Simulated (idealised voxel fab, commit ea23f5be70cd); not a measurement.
A process module follows: voxel transistor to metal.
Xsec cut, 170 nm wide, square cell size 5 nm.
Just so we're on the same page, the cross-sections are grids of square cells, and they're listed out in bands top to bottom, each band one or more rows deep.
Quick guide to a band line: top height, bottom height (nm) up front; then every material left to right with its width in nm. Only one material and it's marked "all across"? Then it fills the band edge to edge. And "air" just means empty space.
Counting heights begins at 0, where everything beneath is, in the wafer as received, one material. The lowest band has no bottom; it goes on downwards, as "0 down" shows.
Read "30..40" as a graded width: first number on top, second number at the bottom, same change between each pair of neighbouring rows.
For the purposes of this document, the phrase "remained unchanged" attached to a step denotes that no cell within the cross-section was modified by that step.
Look at "Fully enclosed voids" for the closed voids: empty spaces with no open path to the top, sized 8 cells or up. Each is width x height at distance, distance from the left edge, all nm.
It should be noted that, on the line of a given step, the content following the step's settings is a remark produced by the simulator itself with respect to that step.
The setting "overlay nm" may be written on the line of a step. When the step uses a mask, the value reports how far to the right of the planned place the mask lay, and a negative value reports that it lay to the left.

List of planned process steps
- 1: RECEIVE,material Si
- 2: CONFORMAL_DEP,material SiO2,thk nm 5
- 3: CONFORMAL_DEP,material SiN,thk nm 15
- 4: DIRECTIONAL_DEP,material aC,thk nm 10
- 5: PATTERN,tone cover,mask id ACTIVE,material resist,width nm 130,thk nm 30,overlay nm 0
- 6: DIRECTIONAL_ETCH,etch materials aC,depth nm 10
- 7: STRIP,etch materials resist
- 8: DIRECTIONAL_ETCH,etch materials SiN,depth nm 15
- 9: DIRECTIONAL_ETCH,etch materials SiO2,depth nm 5
- 10: DIRECTIONAL_ETCH,etch materials Si,depth nm 30
- 11: STRIP,etch materials aC
- 12: OXIDIZE,depth nm 5
- 13: FILL_DEP,material SiO2,thk nm 5
- 14: CMP,height nm 20
- 15: SELECTIVE_ETCH,etch materials SiO2,depth nm 5
- 16: STRIP,etch materials SiN
- 17: SELECTIVE_ETCH,etch materials SiO2,depth nm 5
- 18: OXIDIZE,depth nm 5
- 19: DIRECTIONAL_DEP,material polySi,thk nm 30
- 20: DIRECTIONAL_DEP,material SiCN,thk nm 10
- 21: MASKED_ETCH,tone cover,mask id GATE,width nm 30,etch materials SiCN,depth nm 20,overlay nm 0
- 22: MASKED_ETCH,tone cover,mask id GATE,width nm 30,etch materials polySi,depth nm 40,overlay nm 0
- 23: CONFORMAL_DEP,material SiO2,thk nm 5
- 24: DIRECTIONAL_ETCH,etch materials SiO2,depth nm 5
- 25: CONFORMAL_DEP,material SiN,thk nm 10
- 26: DIRECTIONAL_ETCH,etch materials SiN,depth nm 10
- 27: DIRECTIONAL_ETCH,etch materials SiO2,depth nm 5
- 28: EPI,material pSi,thk nm 5
- 29: FILL_DEP,material SiO2,thk nm 10
- 30: CMP,height nm 30
- 31: STRIP,etch materials polySi
- 32: SELECTIVE_ETCH,etch materials SiO2,depth nm 5
- 33: CONFORMAL_DEP,material HfO2,thk nm 5
- 34: CONFORMAL_DEP,material TiN,thk nm 5
- 35: FILL_DEP,material W,thk nm 10
- 36: CMP,height nm 25
- 37: DIRECTIONAL_DEP,material SiO2,thk nm 15
- 38: MASKED_ETCH,tone open,mask id CONTACT,width nm 20,pitch nm 90,etch materials SiO2,depth nm 40,overlay nm 0
- 39: CONFORMAL_DEP,material TiN,thk nm 5
- 40: FILL_DEP,material Ru,thk nm 5
- 41: CMP,height nm 40
- 42: CONFORMAL_DEP,material SiN,thk nm 5
- 43: DIRECTIONAL_DEP,material lowk,thk nm 15
- 44: PATTERN,tone open,mask id METAL_1,material resist,width nm 20,pitch nm 90,thk nm 20,overlay nm 0
- 45: DIRECTIONAL_ETCH,etch materials lowk,depth nm 15
- 46: DIRECTIONAL_ETCH,etch materials SiN,depth nm 5
- 47: STRIP,etch materials resist
- 48: CONFORMAL_DEP,material TiN,thk nm 5
- 49: FILL_DEP,material Cu,thk nm 5
- 50: CMP,height nm 60
- 51: CONFORMAL_DEP,material SiCN,thk nm 5
- 52: DIRECTIONAL_DEP,material SiO2,thk nm 30
- 53: PATTERN,tone open,mask id METAL_2,material resist,width nm 20,pitch nm 90,thk nm 20,overlay nm 0
- 54: DIRECTIONAL_ETCH,etch materials SiO2,depth nm 20
- 55: STRIP,etch materials resist
- 56: DIRECTIONAL_DEP,material aC,thk nm 10
- 57: PATTERN,tone open,mask id METAL_2_HOLES,material resist,width nm 15,pitch nm 90,thk nm 30,overlay nm 0
- 58: DIRECTIONAL_ETCH,etch materials aC,depth nm 10
- 59: STRIP,etch materials resist
- 60: DIRECTIONAL_ETCH,etch materials SiO2,depth nm 10
- 61: DIRECTIONAL_ETCH,etch materials SiCN,depth nm 5
- 62: STRIP,etch materials aC
- 63: CONFORMAL_DEP,material TiN,thk nm 5
- 64: FILL_DEP,material Cu,thk nm 10
- 65: CMP,height nm 95
- 66: CONFORMAL_DEP,material SiCN,thk nm 5

Shown in cross-section is the wafer as received, that is, as it stands after step 1
> 0 down | Si all across
> Fully enclosed voids: none

Here's the cross-section of the first of our two wafers at the end of the module - it ran as planned
> 100 to 95 | SiCN all across
> 95 to 80 | SiO2 (30); TiN (5); Cu (10); TiN (5); SiO2 (70); TiN (5); Cu (10); TiN (5); SiO2 (30)
> 80 to 75 | SiO2 (30); TiN (5); Cu (5); TiN (10); SiO2 (70); TiN (5); Cu (5); TiN (10); SiO2 (30)
> 75 to 65 | SiO2 (30); TiN (5); Cu (5); TiN (5); SiO2 (75); TiN (5); Cu (5); TiN (5); SiO2 (35)
> 65 to 60 | SiCN (30); TiN (15); SiCN (75); TiN (15); SiCN (35)
> 60 to 45 | lowk (30); TiN (5); Cu (10); TiN (5); lowk (70); TiN (5); Cu (10); TiN (5); lowk (30)
> 45 to 40 | SiN (30); TiN (20); SiN (70); TiN (20); SiN (30)
> 40 to 25 | SiO2 (30); TiN (5); Ru (10); TiN (5); SiO2 (70); TiN (5); Ru (10); TiN (5); SiO2 (30)
> 25 to 10 | SiO2 (30); TiN (5); Ru (10); TiN (5); SiO2 (5); SiN (10); HfO2 (5); TiN (5); W (20); TiN (5); HfO2 (5); SiN (10); SiO2 (5); TiN (5); Ru (10); TiN (5); SiO2 (30)
> 10 to 5 | SiO2 (20); SiN (10); TiN (5); Ru (10); TiN (5); SiO2 (5); SiN (10); HfO2 (5); TiN (5); W (20); TiN (5); HfO2 (5); SiN (10); SiO2 (5); TiN (5); Ru (10); TiN (5); SiN (10); SiO2 (20)
> 5 to 0 | SiO2 (20); SiN (10); TiN (20); SiO2 (5); SiN (10); HfO2 (5); TiN (30); HfO2 (5); SiN (10); SiO2 (5); TiN (20); SiN (10); SiO2 (20)
> 0 to -5 | SiO2 (30); pSi (25); SiO2 (10); HfO2 (40); SiO2 (10); pSi (25); SiO2 (30)
> -5 to -35 | SiO2 (25); Si (120); SiO2 (25)
> -35 down | Si all across
> Fully enclosed voids: none

Same start, same plan as the first wafer - but one mistake in the run. Cross-section of the second of the two at the end of the module
> 100 to 95 | SiCN all across
> 95 to 80 | SiO2 (30); TiN (5); Cu (10); TiN (5); SiO2 (70); TiN (5); Cu (10); TiN (5); SiO2 (30)
> 80 to 75 | SiO2 (30); TiN (5); Cu (5); TiN (10); SiO2 (70); TiN (5); Cu (5); TiN (10); SiO2 (30)
> 75 to 65 | SiO2 (30); TiN (5); Cu (5); TiN (5); SiO2 (75); TiN (5); Cu (5); TiN (5); SiO2 (35)
> 65 to 60 | SiCN (30); TiN (15); SiCN (75); TiN (15); SiCN (35)
> 60 to 45 | lowk (30); TiN (5); Cu (10); TiN (5); lowk (70); TiN (5); Cu (10); TiN (5); lowk (30)
> 45 to 40 | SiN (30); TiN (20); SiN (70); TiN (20); SiN (30)
> 40 to 25 | SiO2 (30); TiN (5); Ru (10); TiN (5); SiO2 (70); TiN (5); Ru (10); TiN (5); SiO2 (30)
> 25 to 20 | SiO2 (30); TiN (20); SiO2 (5); SiN (10); HfO2 (40); SiN (10); SiO2 (5); TiN (20); SiO2 (30)
> 20 to 5 | SiCN all across
> 5 to 0 | SiO2 all across
> 0 down | Si all across
> Fully enclosed voids: none
What went wrong in running the wafer? it should be noted that step 3 was executed with settings other than those planned, the operation and settings actually applied being CONFORMAL_DEP,material SiCN,thk nm 15
End of process, cell counts, second wafer against first, materials with more or fewer: HfO2: 10 fewer, Ru: 16 fewer, Si: 94 more, SiCN: 102 more, SiN: 24 fewer, SiO2: 90 fewer, TiN: 30 fewer, W: 16 fewer, pSi: 10 fewer
